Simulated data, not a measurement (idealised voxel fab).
The document below concerns the process module designated voxel capacitor over wiring.
Displayed cross-section: cut, width of 230 nm, square cells sized 5 nm.
We lay out every cross-section as a grid of square cells and spell it out in bands from the top down, where one band means one or more rows of cells.
Top, bottom (nm), then materials left to right with widths (nm); lone material tagged "all across" fills the whole band edge to edge; "blank" = empty space.
A quick word on heights: they are counted from 0, and under that level the wafer as it came to us is one material throughout. The lowest band is different from the rest in having no bottom; it simply continues downward, written as in "from 0 down".
Read "30..40" as a graded width: first number on top, second number at the bottom, same change between each pair of neighbouring rows.
The designation "all unchanged", where it is given for a processing step, indicates that no cell of the cross-section was altered in the course of that step.
You'll see "Entrapped voids" listing empty spaces that have no way open to the top, as long as they're 8 cells or more; the notation is width x height at distance, where the distance is from the left edge, and all of it is in nm.
What comes after the settings on a step's line is commentary from the simulator itself on that step.
"overlay nm", when on a step's line for a step with a mask, measures how far to the right of its planned place the mask lay; a negative measure means to the left.

BELOW IS THE LIST OF PLANNED PROCESS STEPS
1,RECEIVE with material Si
2,CONFORMAL_DEP with material SiO2, thk nm 10
3,DIRECTIONAL_DEP with material TiN, thk nm 5
4,DIRECTIONAL_DEP with material Ru, thk nm 25
5,DIRECTIONAL_DEP with material aC, thk nm 15
6,PATTERN with tone cover, mask id METAL_1, material resist, width nm 25, pitch nm 90, thk nm 30, overlay nm 0
7,DIRECTIONAL_ETCH with etch materials aC, depth nm 15
8,STRIP with etch materials resist
9,DIRECTIONAL_ETCH with etch materials Ru, depth nm 25
10,DIRECTIONAL_ETCH with etch materials TiN, depth nm 5
11,STRIP with etch materials aC
12,CONFORMAL_DEP with material SiCN, thk nm 5
13,FILL_DEP with material SiO2, thk nm 10
14,CMP with height nm 40
15,CONFORMAL_DEP with material SiCN, thk nm 5
16,DIRECTIONAL_DEP with material SiO2, thk nm 20
17,PATTERN with tone open, mask id PLUG_1, material resist, width nm 15, thk nm 15, overlay nm 0
18,DIRECTIONAL_ETCH with etch materials SiO2, depth nm 20
19,DIRECTIONAL_ETCH with etch materials SiCN, depth nm 5
20,STRIP with etch materials resist
21,CONFORMAL_DEP with material TiN, thk nm 5
22,FILL_DEP with material Ru, thk nm 5
23,CMP with height nm 65
24,DIRECTIONAL_DEP with material TiN, thk nm 5
25,DIRECTIONAL_DEP with material HfO2, thk nm 5
26,DIRECTIONAL_DEP with material TiN, thk nm 5
27,DIRECTIONAL_DEP with material aC, thk nm 10
28,PATTERN with tone cover, mask id UPPER_PLATE, material resist, width nm 70, thk nm 25, overlay nm 0
29,DIRECTIONAL_ETCH with etch materials aC, depth nm 10
30,STRIP with etch materials resist
31,DIRECTIONAL_ETCH with etch materials TiN, depth nm 5
32,DIRECTIONAL_ETCH with etch materials HfO2, depth nm 5
33,STRIP with etch materials aC
34,DIRECTIONAL_DEP with material aC, thk nm 10
35,PATTERN with tone cover, mask id LOWER_PLATE, material resist, width nm 80, thk nm 30, overlay nm 0
36,DIRECTIONAL_ETCH with etch materials aC, depth nm 10
37,STRIP with etch materials resist
38,DIRECTIONAL_ETCH with etch materials TiN, depth nm 5
39,STRIP with etch materials aC
40,FILL_DEP with material SiO2, thk nm 15
41,CMP with height nm 90
42,PATTERN with tone open, mask id PLUG_2, material resist, width nm 15, thk nm 20, overlay nm 0
43,DIRECTIONAL_ETCH with etch materials SiO2, depth nm 10
44,STRIP with etch materials resist
45,CONFORMAL_DEP with material TiN, thk nm 5
46,FILL_DEP with material W, thk nm 10
47,CMP with height nm 90
48,CONFORMAL_DEP with material SiN, thk nm 5

BELOW: THE FIRST OF TWO WAFERS, RUN AS PLANNED

CROSS-SECTION OF THE INCOMING WAFER, STATE AFTER STEP 1
from 0 down: Si all across
Entrapped voids: none

CROSS-SECTION THROUGH THE WAFER, STEP 2 FINISHED
from 10 to 0: SiO2 all across
At heights below 0, the structure remains unaltered.

CROSS-SECTION THROUGH THE WAFER, STEP 3 FINISHED
from 15 to 10: TiN all across
At heights below 10, the structure remains unaltered.

CROSS-SECTION THROUGH THE WAFER, STEP 4 FINISHED
from 40 to 15: Ru all across
At heights below 15, the structure remains unaltered.

CROSS-SECTION THROUGH THE WAFER, STEP 5 FINISHED
from 55 to 40: aC all across
At heights below 40, the structure remains unaltered.

CROSS-SECTION THROUGH THE WAFER, STEP 6 FINISHED
from 85 to 55: blank 55 nm; resist 25 nm; blank 65 nm; resist 25 nm; blank 60 nm
At heights below 55, the structure remains unaltered.

CROSS-SECTION THROUGH THE WAFER, STEP 7 FINISHED
from 70 to 55: blank 55 nm; resist 25 nm; blank 65 nm; resist 25 nm; blank 60 nm
from 55 to 40: blank 55 nm; aC 25 nm; blank 65 nm; aC 25 nm; blank 60 nm
At heights below 40, the structure remains unaltered.

CROSS-SECTION THROUGH THE WAFER, STEP 8 FINISHED
from 55 to 40: blank 55 nm; aC 25 nm; blank 65 nm; aC 25 nm; blank 60 nm
At heights below 40, the structure remains unaltered.

CROSS-SECTION THROUGH THE WAFER, STEP 9 FINISHED
from 55 to 40: blank 55 nm; aC 25 nm; blank 65 nm; aC 25 nm; blank 60 nm
from 40 to 15: blank 55 nm; Ru 25 nm; blank 65 nm; Ru 25 nm; blank 60 nm
At heights below 15, the structure remains unaltered.

CROSS-SECTION THROUGH THE WAFER, STEP 10 FINISHED
from 55 to 40: blank 55 nm; aC 25 nm; blank 65 nm; aC 25 nm; blank 60 nm
from 40 to 15: blank 55 nm; Ru 25 nm; blank 65 nm; Ru 25 nm; blank 60 nm
from 15 to 10: blank 55 nm; TiN 25 nm; blank 65 nm; TiN 25 nm; blank 60 nm
At heights below 10, the structure remains unaltered.

CROSS-SECTION THROUGH THE WAFER, STEP 11 FINISHED
from 40 to 15: blank 55 nm; Ru 25 nm; blank 65 nm; Ru 25 nm; blank 60 nm
At heights below 15, the structure remains unaltered.

CROSS-SECTION THROUGH THE WAFER, STEP 12 FINISHED
from 45 to 40: blank 50 nm; SiCN 35 nm; blank 55 nm; SiCN 35 nm; blank 55 nm
from 40 to 15: blank 50 nm; SiCN 5 nm; Ru 25 nm; SiCN 5 nm; blank 55 nm; SiCN 5 nm; Ru 25 nm; SiCN 5 nm; blank 55 nm
from 15 to 10: SiCN 55 nm; TiN 25 nm; SiCN 65 nm; TiN 25 nm; SiCN 60 nm
At heights below 10, the structure remains unaltered.

CROSS-SECTION THROUGH THE WAFER, STEP 13 FINISHED
from 55 to 45: SiO2 all across
from 45 to 40: SiO2 50 nm; SiCN 35 nm; SiO2 55 nm; SiCN 35 nm; SiO2 55 nm
from 40 to 15: SiO2 50 nm; SiCN 5 nm; Ru 25 nm; SiCN 5 nm; SiO2 55 nm; SiCN 5 nm; Ru 25 nm; SiCN 5 nm; SiO2 55 nm
At heights below 15, the structure remains unaltered.

CROSS-SECTION THROUGH THE WAFER, STEP 14 FINISHED
from 40 to 15: SiO2 50 nm; SiCN 5 nm; Ru 25 nm; SiCN 5 nm; SiO2 55 nm; SiCN 5 nm; Ru 25 nm; SiCN 5 nm; SiO2 55 nm
At heights below 15, the structure remains unaltered.

CROSS-SECTION THROUGH THE WAFER, STEP 15 FINISHED
from 45 to 40: SiCN all across
At heights below 40, the structure remains unaltered.

CROSS-SECTION THROUGH THE WAFER, STEP 16 FINISHED
from 65 to 45: SiO2 all across
At heights below 45, the structure remains unaltered.

CROSS-SECTION THROUGH THE WAFER, STEP 17 FINISHED
from 80 to 65: resist 65 nm; blank 15 nm; resist 150 nm
At heights below 65, the structure remains unaltered.

CROSS-SECTION THROUGH THE WAFER, STEP 18 FINISHED
from 80 to 65: resist 65 nm; blank 15 nm; resist 150 nm
from 65 to 45: SiO2 65 nm; blank 15 nm; SiO2 150 nm
At heights below 45, the structure remains unaltered.

CROSS-SECTION THROUGH THE WAFER, STEP 19 FINISHED
from 80 to 65: resist 65 nm; blank 15 nm; resist 150 nm
from 65 to 45: SiO2 65 nm; blank 15 nm; SiO2 150 nm
from 45 to 40: SiCN 65 nm; blank 15 nm; SiCN 150 nm
At heights below 40, the structure remains unaltered.

CROSS-SECTION THROUGH THE WAFER, STEP 20 FINISHED
from 65 to 45: SiO2 65 nm; blank 15 nm; SiO2 150 nm
At heights below 45, the structure remains unaltered.

CROSS-SECTION THROUGH THE WAFER, STEP 21 FINISHED
from 70 to 65: TiN 70 nm; blank 5 nm; TiN 155 nm
from 65 to 45: SiO2 65 nm; TiN 5 nm; blank 5 nm; TiN 5 nm; SiO2 150 nm
from 45 to 40: SiCN 65 nm; TiN 15 nm; SiCN 150 nm
At heights below 40, the structure remains unaltered.

CROSS-SECTION THROUGH THE WAFER, STEP 22 FINISHED
from 75 to 70: Ru all across
from 70 to 65: TiN 70 nm; Ru 5 nm; TiN 155 nm
from 65 to 45: SiO2 65 nm; TiN 5 nm; Ru 5 nm; TiN 5 nm; SiO2 150 nm
At heights below 45, the structure remains unaltered.

CROSS-SECTION THROUGH THE WAFER, STEP 23 FINISHED
from 65 to 45: SiO2 65 nm; TiN 5 nm; Ru 5 nm; TiN 5 nm; SiO2 150 nm
At heights below 45, the structure remains unaltered.

CROSS-SECTION THROUGH THE WAFER, STEP 24 FINISHED
from 70 to 65: TiN all across
At heights below 65, the structure remains unaltered.

CROSS-SECTION THROUGH THE WAFER, STEP 25 FINISHED
from 75 to 70: HfO2 all across
At heights below 70, the structure remains unaltered.

CROSS-SECTION THROUGH THE WAFER, STEP 26 FINISHED
from 80 to 75: TiN all across
At heights below 75, the structure remains unaltered.

CROSS-SECTION THROUGH THE WAFER, STEP 27 FINISHED
from 90 to 80: aC all across
At heights below 80, the structure remains unaltered.

CROSS-SECTION THROUGH THE WAFER, STEP 28 FINISHED
from 115 to 90: blank 65 nm; resist 70 nm; blank 95 nm
At heights below 90, the structure remains unaltered.

CROSS-SECTION THROUGH THE WAFER, STEP 29 FINISHED
from 105 to 90: blank 65 nm; resist 70 nm; blank 95 nm
from 90 to 80: blank 65 nm; aC 70 nm; blank 95 nm
At heights below 80, the structure remains unaltered.

CROSS-SECTION THROUGH THE WAFER, STEP 30 FINISHED
from 90 to 80: blank 65 nm; aC 70 nm; blank 95 nm
At heights below 80, the structure remains unaltered.

CROSS-SECTION THROUGH THE WAFER, STEP 31 FINISHED
from 90 to 80: blank 65 nm; aC 70 nm; blank 95 nm
from 80 to 75: blank 65 nm; TiN 70 nm; blank 95 nm
At heights below 75, the structure remains unaltered.

CROSS-SECTION THROUGH THE WAFER, STEP 32 FINISHED
from 90 to 80: blank 65 nm; aC 70 nm; blank 95 nm
from 80 to 75: blank 65 nm; TiN 70 nm; blank 95 nm
from 75 to 70: blank 65 nm; HfO2 70 nm; blank 95 nm
At heights below 70, the structure remains unaltered.

CROSS-SECTION THROUGH THE WAFER, STEP 33 FINISHED
from 80 to 75: blank 65 nm; TiN 70 nm; blank 95 nm
At heights below 75, the structure remains unaltered.

CROSS-SECTION THROUGH THE WAFER, STEP 34 FINISHED
from 90 to 80: blank 65 nm; aC 70 nm; blank 95 nm
from 80 to 75: aC 65 nm; TiN 70 nm; aC 95 nm
from 75 to 70: aC 65 nm; HfO2 70 nm; aC 95 nm
At heights below 70, the structure remains unaltered.

CROSS-SECTION THROUGH THE WAFER, STEP 35 FINISHED
from 120 to 90: blank 60 nm; resist 80 nm; blank 90 nm
from 90 to 80: blank 60 nm; resist 5 nm; aC 70 nm; resist 5 nm; blank 90 nm
At heights below 80, the structure remains unaltered.

CROSS-SECTION THROUGH THE WAFER, STEP 36 FINISHED
from 110 to 90: blank 60 nm; resist 80 nm; blank 90 nm
from 90 to 80: blank 60 nm; resist 5 nm; aC 70 nm; resist 5 nm; blank 90 nm
from 80 to 75: blank 60 nm; aC 5 nm; TiN 70 nm; aC 5 nm; blank 90 nm
from 75 to 70: blank 60 nm; aC 5 nm; HfO2 70 nm; aC 5 nm; blank 90 nm
At heights below 70, the structure remains unaltered.

CROSS-SECTION THROUGH THE WAFER, STEP 37 FINISHED
from 90 to 80: blank 65 nm; aC 70 nm; blank 95 nm
At heights below 80, the structure remains unaltered.

CROSS-SECTION THROUGH THE WAFER, STEP 38 FINISHED
from 90 to 80: blank 65 nm; aC 70 nm; blank 95 nm
from 80 to 75: blank 60 nm; aC 5 nm; TiN 70 nm; aC 5 nm; blank 90 nm
from 75 to 70: blank 60 nm; aC 5 nm; HfO2 70 nm; aC 5 nm; blank 90 nm
from 70 to 65: blank 60 nm; TiN 80 nm; blank 90 nm
At heights below 65, the structure remains unaltered.

CROSS-SECTION THROUGH THE WAFER, STEP 39 FINISHED
from 80 to 75: blank 65 nm; TiN 70 nm; blank 95 nm
from 75 to 70: blank 65 nm; HfO2 70 nm; blank 95 nm
At heights below 70, the structure remains unaltered.

CROSS-SECTION THROUGH THE WAFER, STEP 40 FINISHED
from 95 to 80: SiO2 all across
from 80 to 75: SiO2 65 nm; TiN 70 nm; SiO2 95 nm
from 75 to 70: SiO2 65 nm; HfO2 70 nm; SiO2 95 nm
from 70 to 65: SiO2 60 nm; TiN 80 nm; SiO2 90 nm
At heights below 65, the structure remains unaltered.

CROSS-SECTION THROUGH THE WAFER, STEP 41 FINISHED
from 90 to 80: SiO2 all across
At heights below 80, the structure remains unaltered.

CROSS-SECTION THROUGH THE WAFER, STEP 42 FINISHED
from 110 to 90: resist 75 nm; blank 15 nm; resist 140 nm
At heights below 90, the structure remains unaltered.

CROSS-SECTION THROUGH THE WAFER, STEP 43 FINISHED
from 110 to 90: resist 75 nm; blank 15 nm; resist 140 nm
from 90 to 80: SiO2 75 nm; blank 15 nm; SiO2 140 nm
At heights below 80, the structure remains unaltered.

CROSS-SECTION THROUGH THE WAFER, STEP 44 FINISHED
from 90 to 80: SiO2 75 nm; blank 15 nm; SiO2 140 nm
At heights below 80, the structure remains unaltered.

CROSS-SECTION THROUGH THE WAFER, STEP 45 FINISHED
from 95 to 90: TiN 80 nm; blank 5 nm; TiN 145 nm
from 90 to 85: SiO2 75 nm; TiN 5 nm; blank 5 nm; TiN 5 nm; SiO2 140 nm
from 85 to 75: SiO2 75..65 nm; TiN 15..70 nm; SiO2 140..95 nm
At heights below 75, the structure remains unaltered.

CROSS-SECTION THROUGH THE WAFER, STEP 46 FINISHED
from 105 to 95: W all across
from 95 to 90: TiN 80 nm; W 5 nm; TiN 145 nm
from 90 to 85: SiO2 75 nm; TiN 5 nm; W 5 nm; TiN 5 nm; SiO2 140 nm
At heights below 85, the structure remains unaltered.

CROSS-SECTION THROUGH THE WAFER, STEP 47 FINISHED
from 90 to 85: SiO2 75 nm; TiN 5 nm; W 5 nm; TiN 5 nm; SiO2 140 nm
At heights below 85, the structure remains unaltered.

CROSS-SECTION THROUGH THE WAFER, STEP 48 FINISHED
from 95 to 90: SiN all across
At heights below 90, the structure remains unaltered.

SECOND WAFER: SAME START AND SAME PLAN AS THE FIRST, ONE EXECUTION ERROR; IDENTICAL TO THE FIRST THROUGH STEP 5

LOOK AT THE SECOND WAFER IN CROSS-SECTION AT THE TIME STEP 6 OUGHT TO HAVE FINISHED
from 85 to 55: resist 55 nm; blank 25 nm; resist 65 nm; blank 25 nm; resist 60 nm
At heights below 55, the structure remains unaltered.

LOOK AT THE SECOND WAFER IN CROSS-SECTION AT THE TIME STEP 7 OUGHT TO HAVE FINISHED
from 70 to 55: resist 55 nm; blank 25 nm; resist 65 nm; blank 25 nm; resist 60 nm
from 55 to 40: aC 55 nm; blank 25 nm; aC 65 nm; blank 25 nm; aC 60 nm
At heights below 40, the structure remains unaltered.

LOOK AT THE SECOND WAFER IN CROSS-SECTION AT THE TIME STEP 8 OUGHT TO HAVE FINISHED
from 55 to 40: aC 55 nm; blank 25 nm; aC 65 nm; blank 25 nm; aC 60 nm
At heights below 40, the structure remains unaltered.

LOOK AT THE SECOND WAFER IN CROSS-SECTION AT THE TIME STEP 9 OUGHT TO HAVE FINISHED
from 55 to 40: aC 55 nm; blank 25 nm; aC 65 nm; blank 25 nm; aC 60 nm
from 40 to 15: Ru 55 nm; blank 25 nm; Ru 65 nm; blank 25 nm; Ru 60 nm
At heights below 15, the structure remains unaltered.

LOOK AT THE SECOND WAFER IN CROSS-SECTION AT THE TIME STEP 10 OUGHT TO HAVE FINISHED
from 55 to 40: aC 55 nm; blank 25 nm; aC 65 nm; blank 25 nm; aC 60 nm
from 40 to 15: Ru 55 nm; blank 25 nm; Ru 65 nm; blank 25 nm; Ru 60 nm
from 15 to 10: TiN 55 nm; blank 25 nm; TiN 65 nm; blank 25 nm; TiN 60 nm
At heights below 10, the structure remains unaltered.

LOOK AT THE SECOND WAFER IN CROSS-SECTION AT THE TIME STEP 11 OUGHT TO HAVE FINISHED
from 40 to 15: Ru 55 nm; blank 25 nm; Ru 65 nm; blank 25 nm; Ru 60 nm
At heights below 15, the structure remains unaltered.

LOOK AT THE SECOND WAFER IN CROSS-SECTION AT THE TIME STEP 12 OUGHT TO HAVE FINISHED
from 45 to 40: SiCN 60 nm; blank 15 nm; SiCN 75 nm; blank 15 nm; SiCN 65 nm
from 40 to 15: Ru 55 nm; SiCN 5 nm; blank 15 nm; SiCN 5 nm; Ru 65 nm; SiCN 5 nm; blank 15 nm; SiCN 5 nm; Ru 60 nm
from 15 to 10: TiN 55 nm; SiCN 25 nm; TiN 65 nm; SiCN 25 nm; TiN 60 nm
At heights below 10, the structure remains unaltered.

LOOK AT THE SECOND WAFER IN CROSS-SECTION AT THE TIME STEP 13 OUGHT TO HAVE FINISHED
from 55 to 45: SiO2 all across
from 45 to 40: SiCN 60 nm; SiO2 15 nm; SiCN 75 nm; SiO2 15 nm; SiCN 65 nm
from 40 to 15: Ru 55 nm; SiCN 5 nm; SiO2 15 nm; SiCN 5 nm; Ru 65 nm; SiCN 5 nm; SiO2 15 nm; SiCN 5 nm; Ru 60 nm
At heights below 15, the structure remains unaltered.

LOOK AT THE SECOND WAFER IN CROSS-SECTION AT THE TIME STEP 14 OUGHT TO HAVE FINISHED
from 40 to 15: Ru 55 nm; SiCN 5 nm; SiO2 15 nm; SiCN 5 nm; Ru 65 nm; SiCN 5 nm; SiO2 15 nm; SiCN 5 nm; Ru 60 nm
At heights below 15, the structure remains unaltered.

LOOK AT THE SECOND WAFER IN CROSS-SECTION AT THE TIME STEP 15 OUGHT TO HAVE FINISHED
from 45 to 40: SiCN all across
At heights below 40, the structure remains unaltered.

LOOK AT THE SECOND WAFER IN CROSS-SECTION AT THE TIME STEP 16 OUGHT TO HAVE FINISHED
from 65 to 45: SiO2 all across
At heights below 45, the structure remains unaltered.

LOOK AT THE SECOND WAFER IN CROSS-SECTION AT THE TIME STEP 17 OUGHT TO HAVE FINISHED
from 80 to 65: resist 65 nm; blank 15 nm; resist 150 nm
At heights below 65, the structure remains unaltered.

LOOK AT THE SECOND WAFER IN CROSS-SECTION AT THE TIME STEP 18 OUGHT TO HAVE FINISHED
from 80 to 65: resist 65 nm; blank 15 nm; resist 150 nm
from 65 to 45: SiO2 65 nm; blank 15 nm; SiO2 150 nm
At heights below 45, the structure remains unaltered.

LOOK AT THE SECOND WAFER IN CROSS-SECTION AT THE TIME STEP 19 OUGHT TO HAVE FINISHED
from 80 to 65: resist 65 nm; blank 15 nm; resist 150 nm
from 65 to 45: SiO2 65 nm; blank 15 nm; SiO2 150 nm
from 45 to 40: SiCN 65 nm; blank 15 nm; SiCN 150 nm
At heights below 40, the structure remains unaltered.

LOOK AT THE SECOND WAFER IN CROSS-SECTION AT THE TIME STEP 20 OUGHT TO HAVE FINISHED
from 65 to 45: SiO2 65 nm; blank 15 nm; SiO2 150 nm
At heights below 45, the structure remains unaltered.

LOOK AT THE SECOND WAFER IN CROSS-SECTION AT THE TIME STEP 21 OUGHT TO HAVE FINISHED
from 70 to 65: TiN 70 nm; blank 5 nm; TiN 155 nm
from 65 to 45: SiO2 65 nm; TiN 5 nm; blank 5 nm; TiN 5 nm; SiO2 150 nm
from 45 to 40: SiCN 65 nm; TiN 15 nm; SiCN 150 nm
At heights below 40, the structure remains unaltered.

LOOK AT THE SECOND WAFER IN CROSS-SECTION AT THE TIME STEP 22 OUGHT TO HAVE FINISHED
from 75 to 70: Ru all across
from 70 to 65: TiN 70 nm; Ru 5 nm; TiN 155 nm
from 65 to 45: SiO2 65 nm; TiN 5 nm; Ru 5 nm; TiN 5 nm; SiO2 150 nm
At heights below 45, the structure remains unaltered.

LOOK AT THE SECOND WAFER IN CROSS-SECTION AT THE TIME STEP 23 OUGHT TO HAVE FINISHED
from 65 to 45: SiO2 65 nm; TiN 5 nm; Ru 5 nm; TiN 5 nm; SiO2 150 nm
At heights below 45, the structure remains unaltered.

LOOK AT THE SECOND WAFER IN CROSS-SECTION AT THE TIME STEP 24 OUGHT TO HAVE FINISHED
from 70 to 65: TiN all across
At heights below 65, the structure remains unaltered.

LOOK AT THE SECOND WAFER IN CROSS-SECTION AT THE TIME STEP 25 OUGHT TO HAVE FINISHED
from 75 to 70: HfO2 all across
At heights below 70, the structure remains unaltered.

LOOK AT THE SECOND WAFER IN CROSS-SECTION AT THE TIME STEP 26 OUGHT TO HAVE FINISHED
from 80 to 75: TiN all across
At heights below 75, the structure remains unaltered.

LOOK AT THE SECOND WAFER IN CROSS-SECTION AT THE TIME STEP 27 OUGHT TO HAVE FINISHED
from 90 to 80: aC all across
At heights below 80, the structure remains unaltered.

LOOK AT THE SECOND WAFER IN CROSS-SECTION AT THE TIME STEP 28 OUGHT TO HAVE FINISHED
from 115 to 90: blank 65 nm; resist 70 nm; blank 95 nm
At heights below 90, the structure remains unaltered.

LOOK AT THE SECOND WAFER IN CROSS-SECTION AT THE TIME STEP 29 OUGHT TO HAVE FINISHED
from 105 to 90: blank 65 nm; resist 70 nm; blank 95 nm
from 90 to 80: blank 65 nm; aC 70 nm; blank 95 nm
At heights below 80, the structure remains unaltered.

LOOK AT THE SECOND WAFER IN CROSS-SECTION AT THE TIME STEP 30 OUGHT TO HAVE FINISHED
from 90 to 80: blank 65 nm; aC 70 nm; blank 95 nm
At heights below 80, the structure remains unaltered.

LOOK AT THE SECOND WAFER IN CROSS-SECTION AT THE TIME STEP 31 OUGHT TO HAVE FINISHED
from 90 to 80: blank 65 nm; aC 70 nm; blank 95 nm
from 80 to 75: blank 65 nm; TiN 70 nm; blank 95 nm
At heights below 75, the structure remains unaltered.

LOOK AT THE SECOND WAFER IN CROSS-SECTION AT THE TIME STEP 32 OUGHT TO HAVE FINISHED
from 90 to 80: blank 65 nm; aC 70 nm; blank 95 nm
from 80 to 75: blank 65 nm; TiN 70 nm; blank 95 nm
from 75 to 70: blank 65 nm; HfO2 70 nm; blank 95 nm
At heights below 70, the structure remains unaltered.

LOOK AT THE SECOND WAFER IN CROSS-SECTION AT THE TIME STEP 33 OUGHT TO HAVE FINISHED
from 80 to 75: blank 65 nm; TiN 70 nm; blank 95 nm
At heights below 75, the structure remains unaltered.

LOOK AT THE SECOND WAFER IN CROSS-SECTION AT THE TIME STEP 34 OUGHT TO HAVE FINISHED
from 90 to 80: blank 65 nm; aC 70 nm; blank 95 nm
from 80 to 75: aC 65 nm; TiN 70 nm; aC 95 nm
from 75 to 70: aC 65 nm; HfO2 70 nm; aC 95 nm
At heights below 70, the structure remains unaltered.

LOOK AT THE SECOND WAFER IN CROSS-SECTION AT THE TIME STEP 35 OUGHT TO HAVE FINISHED
from 120 to 90: blank 60 nm; resist 80 nm; blank 90 nm
from 90 to 80: blank 60 nm; resist 5 nm; aC 70 nm; resist 5 nm; blank 90 nm
At heights below 80, the structure remains unaltered.

LOOK AT THE SECOND WAFER IN CROSS-SECTION AT THE TIME STEP 36 OUGHT TO HAVE FINISHED
from 110 to 90: blank 60 nm; resist 80 nm; blank 90 nm
from 90 to 80: blank 60 nm; resist 5 nm; aC 70 nm; resist 5 nm; blank 90 nm
from 80 to 75: blank 60 nm; aC 5 nm; TiN 70 nm; aC 5 nm; blank 90 nm
from 75 to 70: blank 60 nm; aC 5 nm; HfO2 70 nm; aC 5 nm; blank 90 nm
At heights below 70, the structure remains unaltered.

LOOK AT THE SECOND WAFER IN CROSS-SECTION AT THE TIME STEP 37 OUGHT TO HAVE FINISHED
from 90 to 80: blank 65 nm; aC 70 nm; blank 95 nm
At heights below 80, the structure remains unaltered.

LOOK AT THE SECOND WAFER IN CROSS-SECTION AT THE TIME STEP 38 OUGHT TO HAVE FINISHED
from 90 to 80: blank 65 nm; aC 70 nm; blank 95 nm
from 80 to 75: blank 60 nm; aC 5 nm; TiN 70 nm; aC 5 nm; blank 90 nm
from 75 to 70: blank 60 nm; aC 5 nm; HfO2 70 nm; aC 5 nm; blank 90 nm
from 70 to 65: blank 60 nm; TiN 80 nm; blank 90 nm
At heights below 65, the structure remains unaltered.

LOOK AT THE SECOND WAFER IN CROSS-SECTION AT THE TIME STEP 39 OUGHT TO HAVE FINISHED
from 80 to 75: blank 65 nm; TiN 70 nm; blank 95 nm
from 75 to 70: blank 65 nm; HfO2 70 nm; blank 95 nm
At heights below 70, the structure remains unaltered.

LOOK AT THE SECOND WAFER IN CROSS-SECTION AT THE TIME STEP 40 OUGHT TO HAVE FINISHED
from 95 to 80: SiO2 all across
from 80 to 75: SiO2 65 nm; TiN 70 nm; SiO2 95 nm
from 75 to 70: SiO2 65 nm; HfO2 70 nm; SiO2 95 nm
from 70 to 65: SiO2 60 nm; TiN 80 nm; SiO2 90 nm
At heights below 65, the structure remains unaltered.

LOOK AT THE SECOND WAFER IN CROSS-SECTION AT THE TIME STEP 41 OUGHT TO HAVE FINISHED
from 90 to 80: SiO2 all across
At heights below 80, the structure remains unaltered.

LOOK AT THE SECOND WAFER IN CROSS-SECTION AT THE TIME STEP 42 OUGHT TO HAVE FINISHED
from 110 to 90: resist 75 nm; blank 15 nm; resist 140 nm
At heights below 90, the structure remains unaltered.

LOOK AT THE SECOND WAFER IN CROSS-SECTION AT THE TIME STEP 43 OUGHT TO HAVE FINISHED
from 110 to 90: resist 75 nm; blank 15 nm; resist 140 nm
from 90 to 80: SiO2 75 nm; blank 15 nm; SiO2 140 nm
At heights below 80, the structure remains unaltered.

LOOK AT THE SECOND WAFER IN CROSS-SECTION AT THE TIME STEP 44 OUGHT TO HAVE FINISHED
from 90 to 80: SiO2 75 nm; blank 15 nm; SiO2 140 nm
At heights below 80, the structure remains unaltered.

LOOK AT THE SECOND WAFER IN CROSS-SECTION AT THE TIME STEP 45 OUGHT TO HAVE FINISHED
from 95 to 90: TiN 80 nm; blank 5 nm; TiN 145 nm
from 90 to 85: SiO2 75 nm; TiN 5 nm; blank 5 nm; TiN 5 nm; SiO2 140 nm
from 85 to 75: SiO2 75..65 nm; TiN 15..70 nm; SiO2 140..95 nm
At heights below 75, the structure remains unaltered.

LOOK AT THE SECOND WAFER IN CROSS-SECTION AT THE TIME STEP 46 OUGHT TO HAVE FINISHED
from 105 to 95: W all across
from 95 to 90: TiN 80 nm; W 5 nm; TiN 145 nm
from 90 to 85: SiO2 75 nm; TiN 5 nm; W 5 nm; TiN 5 nm; SiO2 140 nm
At heights below 85, the structure remains unaltered.

LOOK AT THE SECOND WAFER IN CROSS-SECTION AT THE TIME STEP 47 OUGHT TO HAVE FINISHED
from 90 to 85: SiO2 75 nm; TiN 5 nm; W 5 nm; TiN 5 nm; SiO2 140 nm
At heights below 85, the structure remains unaltered.

LOOK AT THE SECOND WAFER IN CROSS-SECTION AT THE TIME STEP 48 OUGHT TO HAVE FINISHED
from 95 to 90: SiN all across
At heights below 90, the structure remains unaltered.
Finding, execution versus plan: so step 6 ended up running with a different setting than we planned, it ran as PATTERN with tone open, mask id METAL_1, material resist, width nm 25, pitch nm 90, thk nm 30, overlay nm 0
Materials where the second wafer ends with more or fewer cells than the first: +130 Ru; -26 SiCN; -130 SiO2; +26 TiN
